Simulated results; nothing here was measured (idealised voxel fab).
The document below concerns the process module designated voxel ribs on slabs.
The figure presents cross-section cut, which has a width of 150 nm and is divided into square cells with an edge length of 5 nm.
Bands, listed from the top down, are how a cross-section gets written in this document; the cross-section itself is a grid of square cells, and a band is one or more rows of them. Read a band's entry like this: the first values are the height of its top and the height of its bottom in nm, and what follows is the sequence of materials from left to right, each with its width in nm. Note that "empty" is empty space, and that a single material marked "edge to edge" reaches across the band from edge to edge. Height 0 is the level under which the wafer as received is all one material. The lowest band goes on downwards, as in "0 -> down". Width "30->40": first value at the band's top row of cells, second value at its bottom row, equal change from row to row. "nothing was modified" -> step changed no cross-section cell. Empty spaces without an open route to the top, at least 8 cells in extent, make up the entry "Cavities, closed"; each is given as width x height at distance, where the distance is measured from the left edge, and all are in nm. Step line, after settings: the simulator's comment on this step. A step line may carry the setting "overlay nm", which, for steps involving a mask, states the distance by which the mask lay to the right of its intended position; negative values denote displacement to the left.
These are the steps we planned for the process:
1) RECEIVE: material Si
2) DIRECTIONAL_DEP: material SiO2, thk nm 25
3) DIRECTIONAL_DEP: material polySi, thk nm 25
4) DIRECTIONAL_DEP: material aC, thk nm 10
5) PATTERN: tone cover, mask id RIB, material resist, width nm 25, thk nm 25, overlay nm 0
6) DIRECTIONAL_ETCH: etch materials aC, depth nm 10
7) STRIP: etch materials resist
8) DIRECTIONAL_ETCH: etch materials polySi, depth nm 10
9) STRIP: etch materials aC
10) MASKED_ETCH: tone cover, mask id SLAB, width nm 55, etch materials polySi, depth nm 15, overlay nm 0
11) FILL_DEP: material SiO2, thk nm 15
12) CMP: height nm 60
13) DIRECTIONAL_DEP: material W, thk nm 5
14) DIRECTIONAL_DEP: material aC, thk nm 10
15) PATTERN: tone cover, mask id HEATER, material resist, width nm 35, thk nm 30, overlay nm 0
16) DIRECTIONAL_ETCH: etch materials aC, depth nm 10
17) STRIP: etch materials resist
18) DIRECTIONAL_ETCH: etch materials W, depth nm 5
19) STRIP: etch materials aC
20) CONFORMAL_DEP: material SiN, thk nm 5
As received (post step 1): cross-section:
0 -> down | Si edge to edge
Cavities, closed: none
Looking at the first of two wafers in cross-section at end of module - ran to plan:
70 -> 65 | empty 50 nm / SiN 45 nm / empty 55 nm
65 -> 60 | SiN 55 nm / W 35 nm / SiN 60 nm
60 -> 50 | SiO2 edge to edge
50 -> 40 | SiO2 60 nm / polySi 25 nm / SiO2 65 nm
40 -> 25 | SiO2 45 nm / polySi 55 nm / SiO2 50 nm
25 -> 0 | SiO2 edge to edge
0 -> down | Si edge to edge
Cavities, closed: none
Here's the second of our two wafers sectioned at module end. Same start as the first, same plan, but one mistake got made running it:
70 -> 65 | empty 50 nm / SiN 45 nm / empty 55 nm
65 -> 60 | SiN 55 nm / W 35 nm / SiN 60 nm
60 -> 25 | SiO2 edge to edge
25 -> 0 | polySi edge to edge
0 -> down | Si edge to edge
Cavities, closed: none
Deviation noted in wafer processing: plan steps 2 and 3 run swapped
Final cells, second wafer relative to first, materials higher or lower: 107 fewer of SiO2 | 107 more of polySi
